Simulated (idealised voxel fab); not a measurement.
The following is a process module called voxel trench capacitor.
cross-section cut | 220 nm wide | cells 5 nm
Each cross-section below is a grid of square cells, stated as bands in top-down order, with one or more rows of cells making up each band.
Basically the band line says how high the top is and how high the bottom is, in nm, and then what's in it from left to right, every material with its width in nm. Empty space shows up as "empty", and if a single material carries "edge to edge" it runs the full band edge to edge.
We count height from 0. Below that, the starting wafer is all one material. The lowest band never ends at the bottom but goes on down; see "top 0, no bottom" for how that is written.
The two numbers in a width such as "30 to 40" mark its ends across the band: the first belongs to the top row of cells, the second to the bottom row, and from each row to the next the width moves by the same amount.
No cell of the cross-section changed in a step that is given as "remained the same".
The entry titled "Fully enclosed voids" provides the empty spaces that have no open way to the top, restricted to those of 8 cells or more. Each is presented as width x height at distance, the distance being measured from the left edge, with all three in nm.
Read whatever lies past the settings on a step's line as the simulator's own remark about the step.
The line of a step may include "overlay nm". On a step with a mask, this value is how far to the right of its planned place the mask lay. A negative value means the mask lay to the left.
[The following list gives the planned process steps]
step 1: RECEIVE (material Si)
step 2: CONFORMAL_DEP (material SiN; thk nm 10)
step 3: DIRECTIONAL_DEP (material aC; thk nm 15)
step 4: PATTERN (tone open; mask id TRENCH; material resist; width nm 20; pitch nm 50; thk nm 30; overlay nm 0)
step 5: DIRECTIONAL_ETCH (etch materials aC; depth nm 15)
step 6: STRIP (etch materials resist)
step 7: DIRECTIONAL_ETCH (etch materials SiN; depth nm 10)
step 8: DIRECTIONAL_ETCH (etch materials Si; depth nm 30)
step 9: STRIP (etch materials aC)
step 10: CONFORMAL_DEP (material Al2O3; thk nm 5)
step 11: FILL_DEP (material polySi; thk nm 5)
step 12: CMP (height nm 10)
[Delivered wafer in cross-section: state after step 1]
	top 0, no bottom = Si edge to edge
	Fully enclosed voids: none
[Cross-sectional view of the first of the two wafers upon completion of the module, processed in accordance with the plan]
	top 10, bottom 0 = 75 of SiN, 5 of Al2O3, 10 of polySi, 5 of Al2O3, 30 of SiN, 5 of Al2O3, 10 of polySi, 5 of Al2O3, 75 of SiN
	top 0, bottom -25 = 75 of Si, 5 of Al2O3, 10 of polySi, 5 of Al2O3, 30 of Si, 5 of Al2O3, 10 of polySi, 5 of Al2O3, 75 of Si
	top -25, bottom -30 = 75 of Si, 20 of Al2O3, 30 of Si, 20 of Al2O3, 75 of Si
	top -30, no bottom = Si edge to edge
	Fully enclosed voids: none
[The second wafer, shown in cross-section after the module: started the same way as the first and given the same plan, yet one mistake crept into how it was run]
	top 5, bottom 0 = 75 of SiN, 5 of Al2O3, 10 of polySi, 5 of Al2O3, 30 of SiN, 5 of Al2O3, 10 of polySi, 5 of Al2O3, 75 of SiN
	top 0, bottom -25 = 75 of Si, 5 of Al2O3, 10 of polySi, 5 of Al2O3, 30 of Si, 5 of Al2O3, 10 of polySi, 5 of Al2O3, 75 of Si
	top -25, bottom -30 = 75 of Si, 20 of Al2O3, 30 of Si, 20 of Al2O3, 75 of Si
	top -30, no bottom = Si edge to edge
	Fully enclosed voids: none
What was the processing mistake? step 12 off recipe, ran as CMP (height nm 5)
Once processing is complete, comparing cell counts shows that the second wafer has more or fewer of certain materials than the first: Al2O3: 4 fewer, SiN: 36 fewer, polySi: 4 fewer
